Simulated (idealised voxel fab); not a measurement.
process module | voxel wiring stack
cross-section cut | 250 nm wide | cells 5 nm
A cross-section is a grid of square cells, given in bands from the top down. A band is one or more rows of cells.
Each band's line starts with the height of the band's top and of its bottom, in nm. Then come its materials from left to right, each with its width in nm. One material with "throughout" fills the band from edge to edge. "air" is empty space.
Height 0 is the level under which the wafer as received is all one material. The lowest band goes on downwards, as in "0 down".
A width such as "30 to 40" changes by the same amount from each row of cells to the next, from the band's top row to its bottom row.
"no change" after a step means that no cell of the cross-section changed.
closed voids: empty space of 8 cells or more with no open way to the top, each as width x height at its distance from the left edge, in nm
after a step's settings: what the simulator itself notes on the step
overlay nm, on a step with a mask: how far to the right of its planned place the mask lay; to the left if negative
plan
1 op RECEIVE | material Si
2 op CONFORMAL_DEP | material SiO2 | thk nm 10
3 op DIRECTIONAL_DEP | material TiN | thk nm 5
4 op DIRECTIONAL_DEP | material W | thk nm 25
5 op PATTERN | tone cover | mask id METAL_1 | material resist | width nm 30 | pitch nm 55 | thk nm 20 | overlay nm 0
6 op DIRECTIONAL_ETCH | etch materials W | depth nm 25
7 op DIRECTIONAL_ETCH | etch materials TiN | depth nm 5
8 op STRIP | etch materials resist
9 op CONFORMAL_DEP | material SiN | thk nm 5
10 op FILL_DEP | material SiO2 | thk nm 10
11 op CMP | height nm 40
12 op CONFORMAL_DEP | material SiCN | thk nm 5
13 op DIRECTIONAL_DEP | material SiO2 | thk nm 30
14 op PATTERN | tone open | mask id METAL_2_HOLES | material resist | width nm 15 | pitch nm 55 | thk nm 20 | overlay nm 0
15 op DIRECTIONAL_ETCH | etch materials SiO2 | depth nm 30
16 op STRIP | etch materials resist
17 op PATTERN | tone open | mask id METAL_2 | material resist | width nm 30 | pitch nm 55 | thk nm 20 | overlay nm 0
18 op DIRECTIONAL_ETCH | etch materials SiO2 | depth nm 20
19 op DIRECTIONAL_ETCH | etch materials SiCN | depth nm 5
20 op STRIP | etch materials resist
21 op CONFORMAL_DEP | material TiN | thk nm 5
22 op FILL_DEP | material Ru | thk nm 5
23 op CMP | height nm 75
24 op CONFORMAL_DEP | material SiCN | thk nm 5
25 op DIRECTIONAL_DEP | material SiO2 | thk nm 35
26 op MASKED_ETCH | tone open | mask id METAL_3_HOLES | width nm 15 | pitch nm 55 | etch materials SiO2 | depth nm 35 | overlay nm 0
27 op MASKED_ETCH | tone open | mask id METAL_3 | width nm 30 | pitch nm 55 | etch materials SiO2 | depth nm 20 | overlay nm 0
28 op MASKED_ETCH | tone open | mask id METAL_3 | width nm 30 | pitch nm 55 | etch materials SiCN | depth nm 5 | overlay nm 0
29 op CONFORMAL_DEP | material TiN | thk nm 5
30 op FILL_DEP | material Cu | thk nm 10
31 op CMP | height nm 115
32 op CONFORMAL_DEP | material SiCN | thk nm 5
first wafer, as planned
as received, after step 1
  0 down: Si throughout
  closed voids: none
after step 2
  10 to 0: SiO2 throughout
  below 0: unchanged
after step 3
  15 to 10: TiN throughout
  below 10: unchanged
after step 4
  40 to 15: W throughout
  below 15: unchanged
after step 5
  60 to 40: air 80 | resist 30 | air 25 | resist 30 | air 85
  below 40: unchanged
after step 6
  60 to 40: air 80 | resist 30 | air 25 | resist 30 | air 85
  40 to 15: air 80 | W 30 | air 25 | W 30 | air 85
  below 15: unchanged
after step 7
  60 to 40: air 80 | resist 30 | air 25 | resist 30 | air 85
  40 to 15: air 80 | W 30 | air 25 | W 30 | air 85
  15 to 10: air 80 | TiN 30 | air 25 | TiN 30 | air 85
  below 10: unchanged
after step 8
  40 to 15: air 80 | W 30 | air 25 | W 30 | air 85
  below 15: unchanged
after step 9
  45 to 40: air 75 | SiN 40 | air 15 | SiN 40 | air 80
  40 to 15: air 75 | SiN 5 | W 30 | SiN 5 | air 15 | SiN 5 | W 30 | SiN 5 | air 80
  15 to 10: SiN 80 | TiN 30 | SiN 25 | TiN 30 | SiN 85
  below 10: unchanged
after step 10
  55 to 45: SiO2 throughout
  45 to 40: SiO2 75 | SiN 40 | SiO2 15 | SiN 40 | SiO2 80
  40 to 15: SiO2 75 | SiN 5 | W 30 | SiN 5 | SiO2 15 | SiN 5 | W 30 | SiN 5 | SiO2 80
  below 15: unchanged
after step 11
  40 to 15: SiO2 75 | SiN 5 | W 30 | SiN 5 | SiO2 15 | SiN 5 | W 30 | SiN 5 | SiO2 80
  below 15: unchanged
after step 12
  45 to 40: SiCN throughout
  below 40: unchanged
after step 13
  75 to 45: SiO2 throughout
  below 45: unchanged
after step 14
  95 to 75: resist 80 | air 15 | resist 40 | air 15 | resist 100
  below 75: unchanged
after step 15
  95 to 75: resist 80 | air 15 | resist 40 | air 15 | resist 100
  75 to 45: SiO2 80 | air 15 | SiO2 40 | air 15 | SiO2 100
  below 45: unchanged
after step 16
  75 to 45: SiO2 80 | air 15 | SiO2 40 | air 15 | SiO2 100
  below 45: unchanged
after step 17
  95 to 75: resist 80 | air 30 | resist 25 | air 30 | resist 85
  below 75: unchanged
after step 18
  95 to 75: resist 80 | air 30 | resist 25 | air 30 | resist 85
  75 to 55: SiO2 80 | air 30 | SiO2 25 | air 30 | SiO2 85
  below 55: unchanged
after step 19
  95 to 75: resist 80 | air 30 | resist 25 | air 30 | resist 85
  75 to 55: SiO2 80 | air 30 | SiO2 25 | air 30 | SiO2 85
  55 to 45: SiO2 80 | air 15 | SiO2 40 | air 15 | SiO2 100
  45 to 40: SiCN 80 | air 15 | SiCN 40 | air 15 | SiCN 100
  below 40: unchanged
after step 20
  75 to 55: SiO2 80 | air 30 | SiO2 25 | air 30 | SiO2 85
  below 55: unchanged
after step 21
  80 to 75: TiN 85 | air 20 | TiN 35 | air 20 | TiN 90
  75 to 60: SiO2 80 | TiN 5 | air 20 | TiN 5 | SiO2 25 | TiN 5 | air 20 | TiN 5 | SiO2 85
  60 to 55: SiO2 80 | TiN 5 | air 5 | TiN 20 | SiO2 25 | TiN 5 | air 5 | TiN 20 | SiO2 85
  55 to 45: SiO2 80 | TiN 5 | air 5 | TiN 5 | SiO2 40 | TiN 5 | air 5 | TiN 5 | SiO2 100
  45 to 40: SiCN 80 | TiN 15 | SiCN 40 | TiN 15 | SiCN 100
  below 40: unchanged
after step 22
  85 to 80: Ru throughout
  80 to 75: TiN 85 | Ru 20 | TiN 35 | Ru 20 | TiN 90
  75 to 60: SiO2 80 | TiN 5 | Ru 20 | TiN 5 | SiO2 25 | TiN 5 | Ru 20 | TiN 5 | SiO2 85
  60 to 55: SiO2 80 | TiN 5 | Ru 5 | TiN 20 | SiO2 25 | TiN 5 | Ru 5 | TiN 20 | SiO2 85
  55 to 45: SiO2 80 | TiN 5 | Ru 5 | TiN 5 | SiO2 40 | TiN 5 | Ru 5 | TiN 5 | SiO2 100
  below 45: unchanged
after step 23
  75 to 60: SiO2 80 | TiN 5 | Ru 20 | TiN 5 | SiO2 25 | TiN 5 | Ru 20 | TiN 5 | SiO2 85
  below 60: unchanged
after step 24
  80 to 75: SiCN throughout
  below 75: unchanged
after step 25
  115 to 80: SiO2 throughout
  below 80: unchanged
after step 26
  115 to 80: SiO2 80 | air 15 | SiO2 40 | air 15 | SiO2 100
  below 80: unchanged
after step 27
  115 to 95: SiO2 80 | air 30 | SiO2 25 | air 30 | SiO2 85
  below 95: unchanged
after step 28
  115 to 95: SiO2 80 | air 30 | SiO2 25 | air 30 | SiO2 85
  95 to 80: SiO2 80 | air 15 | SiO2 40 | air 15 | SiO2 100
  80 to 75: SiCN 80 | air 15 | SiCN 40 | air 15 | SiCN 100
  below 75: unchanged
after step 29
  120 to 115: TiN 85 | air 20 | TiN 35 | air 20 | TiN 90
  115 to 100: SiO2 80 | TiN 5 | air 20 | TiN 5 | SiO2 25 | TiN 5 | air 20 | TiN 5 | SiO2 85
  100 to 95: SiO2 80 | TiN 5 | air 5 | TiN 20 | SiO2 25 | TiN 5 | air 5 | TiN 20 | SiO2 85
  95 to 80: SiO2 80 | TiN 5 | air 5 | TiN 5 | SiO2 40 | TiN 5 | air 5 | TiN 5 | SiO2 100
  80 to 75: SiCN 80 | TiN 15 | SiCN 40 | TiN 15 | SiCN 100
  below 75: unchanged
after step 30
  130 to 120: Cu throughout
  120 to 115: TiN 85 | Cu 20 | TiN 35 | Cu 20 | TiN 90
  115 to 100: SiO2 80 | TiN 5 | Cu 20 | TiN 5 | SiO2 25 | TiN 5 | Cu 20 | TiN 5 | SiO2 85
  100 to 95: SiO2 80 | TiN 5 | Cu 5 | TiN 20 | SiO2 25 | TiN 5 | Cu 5 | TiN 20 | SiO2 85
  95 to 80: SiO2 80 | TiN 5 | Cu 5 | TiN 5 | SiO2 40 | TiN 5 | Cu 5 | TiN 5 | SiO2 100
  below 80: unchanged
after step 31
  115 to 100: SiO2 80 | TiN 5 | Cu 20 | TiN 5 | SiO2 25 | TiN 5 | Cu 20 | TiN 5 | SiO2 85
  below 100: unchanged
after step 32
  120 to 115: SiCN throughout
  below 115: unchanged
second wafer: like start, like plan, one mistake. Through step 12 it matches the first wafer
when step 13 should have ended
  75 to 40: SiCN throughout
  below 40: unchanged
when step 14 should have ended
  95 to 75: resist 80 | air 15 | resist 40 | air 15 | resist 100
  below 75: unchanged
when step 15 should have ended: no change
when step 16 should have ended
  75 to 40: SiCN throughout
  below 40: unchanged
when step 17 should have ended
  95 to 75: resist 80 | air 30 | resist 25 | air 30 | resist 85
  below 75: unchanged
when step 18 should have ended: no change
when step 19 should have ended
  95 to 75: resist 80 | air 30 | resist 25 | air 30 | resist 85
  75 to 70: SiCN 80 | air 30 | SiCN 25 | air 30 | SiCN 85
  below 70: unchanged
when step 20 should have ended
  75 to 70: SiCN 80 | air 30 | SiCN 25 | air 30 | SiCN 85
  below 70: unchanged
when step 21 should have ended
  80 to 75: TiN 85 | air 20 | TiN 35 | air 20 | TiN 90
  75 to 70: SiCN 80 | TiN 30 | SiCN 25 | TiN 30 | SiCN 85
  below 70: unchanged
when step 22 should have ended
  85 to 80: Ru throughout
  80 to 75: TiN 85 | Ru 20 | TiN 35 | Ru 20 | TiN 90
  below 75: unchanged
when step 23 should have ended
  75 to 70: SiCN 80 | TiN 30 | SiCN 25 | TiN 30 | SiCN 85
  below 70: unchanged
when step 24 should have ended
  80 to 75: SiCN throughout
  below 75: unchanged
when step 25 should have ended
  115 to 80: SiO2 throughout
  below 80: unchanged
when step 26 should have ended
  115 to 80: SiO2 80 | air 15 | SiO2 40 | air 15 | SiO2 100
  below 80: unchanged
when step 27 should have ended
  115 to 95: SiO2 80 | air 30 | SiO2 25 | air 30 | SiO2 85
  below 95: unchanged
when step 28 should have ended
  115 to 95: SiO2 80 | air 30 | SiO2 25 | air 30 | SiO2 85
  95 to 80: SiO2 80 | air 15 | SiO2 40 | air 15 | SiO2 100
  80 to 75: SiCN 80 | air 15 | SiCN 40 | air 15 | SiCN 100
  below 75: unchanged
when step 29 should have ended
  120 to 115: TiN 85 | air 20 | TiN 35 | air 20 | TiN 90
  115 to 100: SiO2 80 | TiN 5 | air 20 | TiN 5 | SiO2 25 | TiN 5 | air 20 | TiN 5 | SiO2 85
  100 to 95: SiO2 80 | TiN 5 | air 5 | TiN 20 | SiO2 25 | TiN 5 | air 5 | TiN 20 | SiO2 85
  95 to 80: SiO2 80 | TiN 5 | air 5 | TiN 5 | SiO2 40 | TiN 5 | air 5 | TiN 5 | SiO2 100
  80 to 70: SiCN 80 | TiN 15 to 30 | SiCN 40 to 25 | TiN 15 to 30 | SiCN 100 to 85
  below 70: unchanged
when step 30 should have ended
  130 to 120: Cu throughout
  120 to 115: TiN 85 | Cu 20 | TiN 35 | Cu 20 | TiN 90
  115 to 100: SiO2 80 | TiN 5 | Cu 20 | TiN 5 | SiO2 25 | TiN 5 | Cu 20 | TiN 5 | SiO2 85
  100 to 95: SiO2 80 | TiN 5 | Cu 5 | TiN 20 | SiO2 25 | TiN 5 | Cu 5 | TiN 20 | SiO2 85
  95 to 80: SiO2 80 | TiN 5 | Cu 5 | TiN 5 | SiO2 40 | TiN 5 | Cu 5 | TiN 5 | SiO2 100
  below 80: unchanged
when step 31 should have ended
  115 to 100: SiO2 80 | TiN 5 | Cu 20 | TiN 5 | SiO2 25 | TiN 5 | Cu 20 | TiN 5 | SiO2 85
  below 100: unchanged
when step 32 should have ended
  120 to 115: SiCN throughout
  below 115: unchanged
what went wrong: step 13 ran as: op DIRECTIONAL_DEP | material SiCN | thk nm 30
at the end the second wafer has, in cells: 30 fewer of Ru | 294 more of SiCN | 240 fewer of SiO2 | 24 fewer of TiN
